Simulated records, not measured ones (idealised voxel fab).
process module | voxel gate over fins
cross-section cut | 250 nm wide | cells 5 nm
A cross-section is a grid of square cells, given in bands from the top down. A band is one or more rows of cells.
Each band's line starts with the height of the band's top and of its bottom, in nm. Then come its materials from left to right, each with its width in nm. One material with "throughout" fills the band from edge to edge. "air" is empty space.
Height 0 is the level under which the wafer as received is all one material. The lowest band goes on downwards, as in "0 down".
A width such as "30 to 40" changes by the same amount from each row of cells to the next, from the band's top row to its bottom row.
"no change" after a step means that no cell of the cross-section changed.
closed voids: empty space of 8 cells or more with no open way to the top, each as width x height at its distance from the left edge, in nm
after a step's settings: what the simulator itself notes on the step
overlay nm, on a step with a mask: how far to the right of its planned place the mask lay; to the left if negative
plan
1 op RECEIVE | material Si
2 op CONFORMAL_DEP | material SiN | thk nm 5
3 op MASKED_ETCH | tone cover | mask id FINS | width nm 15 | pitch nm 60 | etch materials SiN | depth nm 5 | overlay nm 0
4 op MASKED_ETCH | tone cover | mask id FINS | width nm 15 | pitch nm 60 | etch materials Si | depth nm 40 | overlay nm 0
5 op OXIDIZE | depth nm 5
6 op FILL_DEP | material SiO2 | thk nm 10
7 op CMP | height nm 5
8 op DIRECTIONAL_DEP | material aC | thk nm 10
9 op PATTERN | tone open | mask id RAIL | material resist | width nm 15 | thk nm 30 | overlay nm 0
10 op DIRECTIONAL_ETCH | etch materials aC | depth nm 10
11 op STRIP | etch materials resist
12 op DIRECTIONAL_ETCH | etch materials SiO2 | depth nm 40
13 op STRIP | etch materials aC
14 op CONFORMAL_DEP | material TiN | thk nm 5
15 op FILL_DEP | material W | thk nm 10
16 op CMP | height nm 5
17 op SELECTIVE_ETCH | etch materials W Ru TiN | depth nm 25
18 op FILL_DEP | material SiO2 | thk nm 5
19 op CMP | height nm 5
20 op SELECTIVE_ETCH | etch materials SiO2 | depth nm 15
21 op STRIP | etch materials SiN
22 op CONFORMAL_DEP | material HfO2 | thk nm 5
23 op CONFORMAL_DEP | material TiN | thk nm 5
24 op CONFORMAL_DEP | material TiAl | thk nm 5
25 op CONFORMAL_DEP | material TiN | thk nm 5
26 op FILL_DEP | material W | thk nm 10
27 op CMP | height nm 25
28 op CONFORMAL_DEP | material SiN | thk nm 10
as received, after step 1
  0 down: Si throughout
  closed voids: none
a wafer at the end: this start, this plan, one mistake
  30 to 25: SiN throughout
  25 to 20: W throughout
  20 to 15: W 40 | TiN 45 | W 15 | TiN 45 | W 15 | TiN 45 | W 45
  15 to 10: W 40 | TiN 5 | TiAl 35 | TiN 5 | W 15 | TiN 5 | TiAl 35 | TiN 5 | W 15 | TiN 5 | TiAl 35 | TiN 5 | W 45
  10 to 5: TiN 45 | TiAl 5 | TiN 25 | TiAl 5 | TiN 25 | TiAl 5 | TiN 25 | TiAl 5 | TiN 25 | TiAl 5 | TiN 25 | TiAl 5 | TiN 50
  5 to 0: TiAl 50 | TiN 5 | HfO2 15 | TiN 5 | TiAl 35 | TiN 5 | HfO2 15 | TiN 5 | TiAl 35 | TiN 5 | HfO2 15 | TiN 5 | TiAl 55
  0 to -5: TiN 55 | HfO2 5 | Si 5 | HfO2 5 | TiN 45 | HfO2 5 | Si 5 | HfO2 5 | TiN 45 | HfO2 5 | Si 5 | HfO2 5 | TiN 60
  -5 to -10: HfO2 60 | Si 5 | HfO2 55 | Si 5 | HfO2 55 | Si 5 | HfO2 65
  -10 to -20: SiO2 60 | Si 5 | SiO2 55 | Si 5 | SiO2 55 | Si 5 | SiO2 65
  -20 to -30: SiO2 60 | Si 5 | SiO2 20 | TiN 5 | W 5 | TiN 5 | SiO2 20 | Si 5 | SiO2 55 | Si 5 | SiO2 65
  -30 to -35: SiO2 60 | Si 5 | SiO2 20 | TiN 15 | SiO2 20 | Si 5 | SiO2 55 | Si 5 | SiO2 65
  -35 to -45: SiO2 60 | Si 5 | SiO2 55 | Si 5 | SiO2 55 | Si 5 | SiO2 65
  -45 down: Si throughout
  closed voids: none
what went wrong: step 28 ran as: op CONFORMAL_DEP | material SiN | thk nm 5
